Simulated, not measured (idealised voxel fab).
Process module under the name voxel self aligned vias
185 nm wide, 5 nm square cells: that's cross-section cut.
Square cells in a grid make up a cross-section in this document, and the grid is given as bands, listed from the top down, each one or more rows of cells. Band entry format. Leading values: height of top, height of bottom, nm. Remainder: materials in left-to-right order, each with its width in nm. Special words: "edge to edge" on a single material, which then fills the band edge to edge; "empty", empty space. Heights from 0 (as-received wafer is one material below). Bottom band endless downward, as "from 0 down". A width given as "30..40" starts at the first number in the band's top row and ends at the second number in its bottom row, shifting by an equal amount at every step from row to row. Given "nothing changed" for a step, no cell of the cross-section differs between before and after that step. For the entry "Closed voids list", the listed items are empty spaces with no open way to the top whose size is 8 cells or more; each item follows the pattern width x height at distance, where distance is from the left edge and all three are in nm. That trailing text on a step's line, after the settings, is the simulator's own remark on the step. When a step includes a mask, the "overlay nm" setting on its line states how far to the right of its planned place that mask lay, and negative values state how far to the left.
**The process steps that were planned are listed below**
| 1 | RECEIVE | material Si |
| 2 | CONFORMAL_DEP | material SiO2 | thk nm 10 |
| 3 | CONFORMAL_DEP | material SiCN | thk nm 5 |
| 4 | DIRECTIONAL_DEP | material SiO2 | thk nm 25 |
| 5 | MASKED_ETCH | tone open | mask id LINES | width nm 20 | pitch nm 70 | etch materials SiO2 | depth nm 25 | overlay nm 0 |
| 6 | CONFORMAL_DEP | material TiN | thk nm 5 |
| 7 | FILL_DEP | material Ru | thk nm 10 |
| 8 | CMP | height nm 40 |
| 9 | SELECTIVE_ETCH | etch materials W Ru TiN | depth nm 10 |
| 10 | FILL_DEP | material SiN | thk nm 10 |
| 11 | CMP | height nm 40 |
| 12 | DIRECTIONAL_DEP | material SiO2 | thk nm 15 |
| 13 | DIRECTIONAL_DEP | material aC | thk nm 10 |
| 14 | PATTERN | tone open | mask id VIAS | material resist | width nm 40 | pitch nm 70 | thk nm 25 | overlay nm 0 |
| 15 | DIRECTIONAL_ETCH | etch materials aC | depth nm 10 |
| 16 | STRIP | etch materials resist |
| 17 | DIRECTIONAL_ETCH | etch materials SiO2 | depth nm 15 |
| 18 | DIRECTIONAL_ETCH | etch materials SiN | depth nm 10 |
| 19 | STRIP | etch materials aC |
| 20 | CONFORMAL_DEP | material TiN | thk nm 5 |
| 21 | FILL_DEP | material Ru | thk nm 5 |
| 22 | CMP | height nm 55 |
| 23 | CONFORMAL_DEP | material SiN | thk nm 5 |
**Step 1 complete: cross-section of the wafer as received**
> from 0 down: Si edge to edge
> Closed voids list: none
**Run as planned - first of the two wafers cross-sectioned at the end of the module**
> from 60 to 55: SiN edge to edge
> from 55 to 45: 35 of SiO2, 5 of TiN, 30 of Ru, 5 of TiN, 30 of SiO2, 5 of TiN, 30 of Ru, 5 of TiN, 40 of SiO2
> from 45 to 35: 35..45 of SiO2, 15..5 of TiN, 10 of Ru, 15..5 of TiN, 30..50 of SiO2, 15..5 of TiN, 10 of Ru, 15..5 of TiN, 40..50 of SiO2
> from 35 to 30: 45 of SiO2, 20 of TiN, 50 of SiO2, 20 of TiN, 50 of SiO2
> from 30 to 20: 45 of SiO2, 5 of TiN, 10 of Ru, 5 of TiN, 50 of SiO2, 5 of TiN, 10 of Ru, 5 of TiN, 50 of SiO2
> from 20 to 15: 45 of SiO2, 20 of TiN, 50 of SiO2, 20 of TiN, 50 of SiO2
> from 15 to 10: SiCN edge to edge
> from 10 to 0: SiO2 edge to edge
> from 0 down: Si edge to edge
> Closed voids list: none
**Now the second wafer, cross-sectioned at the end of the module. Nothing different at the start, nothing different in the plan compared with the first, just one mistake when it was actually run**
> from 60 to 55: SiN edge to edge
> from 55 to 45: 35 of SiO2, 5 of W, 30 of Ru, 5 of W, 30 of SiO2, 5 of W, 30 of Ru, 5 of W, 40 of SiO2
> from 45 to 35: 35..45 of SiO2, 15..5 of W, 10 of Ru, 15..5 of W, 30..50 of SiO2, 15..5 of W, 10 of Ru, 15..5 of W, 40..50 of SiO2
> from 35 to 30: 45 of SiO2, 20 of W, 50 of SiO2, 20 of W, 50 of SiO2
> from 30 to 20: 45 of SiO2, 5 of TiN, 10 of Ru, 5 of TiN, 50 of SiO2, 5 of TiN, 10 of Ru, 5 of TiN, 50 of SiO2
> from 20 to 15: 45 of SiO2, 20 of TiN, 50 of SiO2, 20 of TiN, 50 of SiO2
> from 15 to 10: SiCN edge to edge
> from 10 to 0: SiO2 edge to edge
> from 0 down: Si edge to edge
> Closed voids list: none
In executing the process, a mistake was made relative to the plan: so step 20 ended up running with a different setting than we planned, it ran as CONFORMAL_DEP | material W | thk nm 5
Upon completion, the second wafer contains, in terms of cells, a greater or smaller amount of certain materials than the first wafer: TiN: 32 fewer, W: 32 more
